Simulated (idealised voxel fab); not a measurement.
process module | voxel wiring stack
cross-section cut | 205 nm wide | cells 5 nm
A cross-section is a grid of square cells, given in bands from the top down. A band is one or more rows of cells.
Each band's line starts with the height of the band's top and of its bottom, in nm. Then come its materials from left to right, each with its width in nm. One material with "throughout" fills the band from edge to edge. "air" is empty space.
Height 0 is the level under which the wafer as received is all one material. The lowest band goes on downwards, as in "0 down".
A width such as "30 to 40" changes by the same amount from each row of cells to the next, from the band's top row to its bottom row.
"no change" after a step means that no cell of the cross-section changed.
closed voids: empty space of 8 cells or more with no open way to the top, each as width x height at its distance from the left edge, in nm
after a step's settings: what the simulator itself notes on the step
overlay nm, on a step with a mask: how far to the right of its planned place the mask lay; to the left if negative
plan
1 op RECEIVE | material Si
2 op CONFORMAL_DEP | material SiO2 | thk nm 15
3 op DIRECTIONAL_DEP | material TiN | thk nm 5
4 op DIRECTIONAL_DEP | material W | thk nm 15
5 op MASKED_ETCH | tone cover | mask id METAL_1 | width nm 30 | pitch nm 60 | etch materials W | depth nm 15 | overlay nm 0
6 op MASKED_ETCH | tone cover | mask id METAL_1 | width nm 30 | pitch nm 60 | etch materials TiN | depth nm 5 | overlay nm 0
7 op CONFORMAL_DEP | material SiN | thk nm 5
8 op FILL_DEP | material lowk | thk nm 10
9 op CMP | height nm 35
10 op CONFORMAL_DEP | material SiCN | thk nm 5
11 op DIRECTIONAL_DEP | material SiO2 | thk nm 20
12 op DIRECTIONAL_DEP | material aC | thk nm 10
13 op PATTERN | tone open | mask id PLUG_1 | material resist | width nm 15 | pitch nm 60 | thk nm 25 | overlay nm 0
14 op DIRECTIONAL_ETCH | etch materials aC | depth nm 10
15 op STRIP | etch materials resist
16 op DIRECTIONAL_ETCH | etch materials SiO2 | depth nm 20
17 op DIRECTIONAL_ETCH | etch materials SiCN | depth nm 5
18 op STRIP | etch materials aC
19 op EPI | material Ru | thk nm 10
20 op EPI | material Ru | thk nm 10
21 op EPI | material Ru | thk nm 5
22 op DIRECTIONAL_DEP | material TiN | thk nm 5
23 op DIRECTIONAL_DEP | material Ru | thk nm 15
24 op PATTERN | tone cover | mask id METAL_2 | material resist | width nm 30 | pitch nm 60 | thk nm 20 | overlay nm 0
25 op DIRECTIONAL_ETCH | etch materials Ru | depth nm 15
26 op DIRECTIONAL_ETCH | etch materials TiN | depth nm 5
27 op STRIP | etch materials resist
28 op CONFORMAL_DEP | material SiCN | thk nm 5
29 op FILL_DEP | material lowk | thk nm 5
30 op CMP | height nm 80
31 op CONFORMAL_DEP | material SiCN | thk nm 5
as received, after step 1
  0 down: Si throughout
  closed voids: none
a wafer at the end: this start, this plan, one mistake
  85 to 80: SiCN throughout
  80 to 75: lowk 20 | SiCN 5 | Ru 30 | SiCN 5 | lowk 20 | SiCN 5 | Ru 30 | SiCN 5 | lowk 20 | SiCN 5 | Ru 30 | SiCN 5 | lowk 25
  75 to 70: lowk 10 | SiCN 15 | TiN 25 | Ru 5 | SiCN 5 | lowk 10 | SiCN 15 | TiN 25 | Ru 5 | SiCN 5 | lowk 10 | SiCN 15 | TiN 25 | Ru 5 | SiCN 5 | lowk 25
  70 to 65: lowk 10 | SiCN 5 | Ru 40 | SiCN 5 | lowk 10 | SiCN 5 | Ru 40 | SiCN 5 | lowk 10 | SiCN 5 | Ru 40 | SiCN 5 | lowk 25
  65 to 60: SiCN 15 | Ru 35 | TiN 5 | SiCN 20 | Ru 35 | TiN 5 | SiCN 20 | Ru 35 | TiN 5 | SiCN 30
  60 to 40: SiO2 25 | Ru 15 | SiO2 45 | Ru 15 | SiO2 45 | Ru 15 | SiO2 45
  40 to 35: SiCN 25 | Ru 15 | SiCN 45 | Ru 15 | SiCN 45 | Ru 15 | SiCN 45
  35 to 20: lowk 20 | SiN 5 | W 30 | SiN 5 | lowk 20 | SiN 5 | W 30 | SiN 5 | lowk 20 | SiN 5 | W 30 | SiN 5 | lowk 25
  20 to 15: SiN 25 | TiN 30 | SiN 30 | TiN 30 | SiN 30 | TiN 30 | SiN 30
  15 to 0: SiO2 throughout
  0 down: Si throughout
  closed voids: none
what went wrong: one of the steps 19 and 20, which are alike, was run twice
